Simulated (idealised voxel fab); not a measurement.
The document below concerns the process module designated voxel lift off.
The width of the displayed cross-section, cut, is 295 nm; its cells are square, with a size of 5 nm.
The cross-sections in this document take the form of a grid made of square cells. They are written out as bands, in order from top to bottom. Each band consists of one or more rows of cells. Band: top height; bottom height; in nm. Then, left to right: material with width in nm, for each material. "everywhere": a single material spanning edge to edge. "blank": empty space. Counting heights begins at 0, where everything beneath is, in the wafer as received, one material. The lowest band has no bottom; it goes on downwards, as "from 0 down" shows. Top row gets the first number, bottom row gets the second, and each row in between changes by the same step: that is how a band width like "30->40" works. Basically "changes: none" means that step didn't change any cell in the cross-section. Empty spaces without an open route to the top, at least 8 cells in extent, make up the entry "Closed voids list"; each is given as width x height at distance, where the distance is measured from the left edge, and all are in nm. Note: text after step settings on the step line = simulator remark on that step. "overlay nm", when on a step's line for a step with a mask, measures how far to the right of its planned place the mask lay; a negative measure means to the left.
## This section lists the process steps that were planned
1) RECEIVE,material Si
2) CONFORMAL_DEP,material SiO2,thk nm 15
3) PATTERN,tone open,mask id LINES,material resist,width nm 20,pitch nm 40,thk nm 15,overlay nm 0
4) DIRECTIONAL_DEP,material Ru,thk nm 5
5) STRIP,etch materials resist
6) CONFORMAL_DEP,material SiCN,thk nm 5
## Incoming wafer in cross-section (state: after step 1)
	from 0 down: Si everywhere
	Closed voids list: none
## Wafer cross-section at module end: first of two, run to plan
	from 25 to 20: blank (110); SiCN (30); blank (10); SiCN (30); blank (115)
	from 20 to 15: SiCN (115); Ru (20); SiCN (20); Ru (20); SiCN (120)
	from 15 to 0: SiO2 everywhere
	from 0 down: Si everywhere
	Closed voids list: none
## Cross-sectional image of the second wafer of the two following completion of the module. Starting state and process plan were the same as for the first wafer; one execution error occurred
	from 25 to 20: blank (110); SiCN (30); blank (10); SiCN (30); blank (115)
	from 20 to 15: SiCN (115); SiO2 (20); SiCN (20); SiO2 (20); SiCN (120)
	from 15 to 0: SiO2 everywhere
	from 0 down: Si everywhere
	Closed voids list: none
Deviation noted in wafer processing: step 4 off recipe, ran as DIRECTIONAL_DEP,material SiO2,thk nm 5
In the final state, the cell counts of the second wafer exceed or fall short of those of the first for the following materials: Ru: 8 fewer | SiO2: 8 more
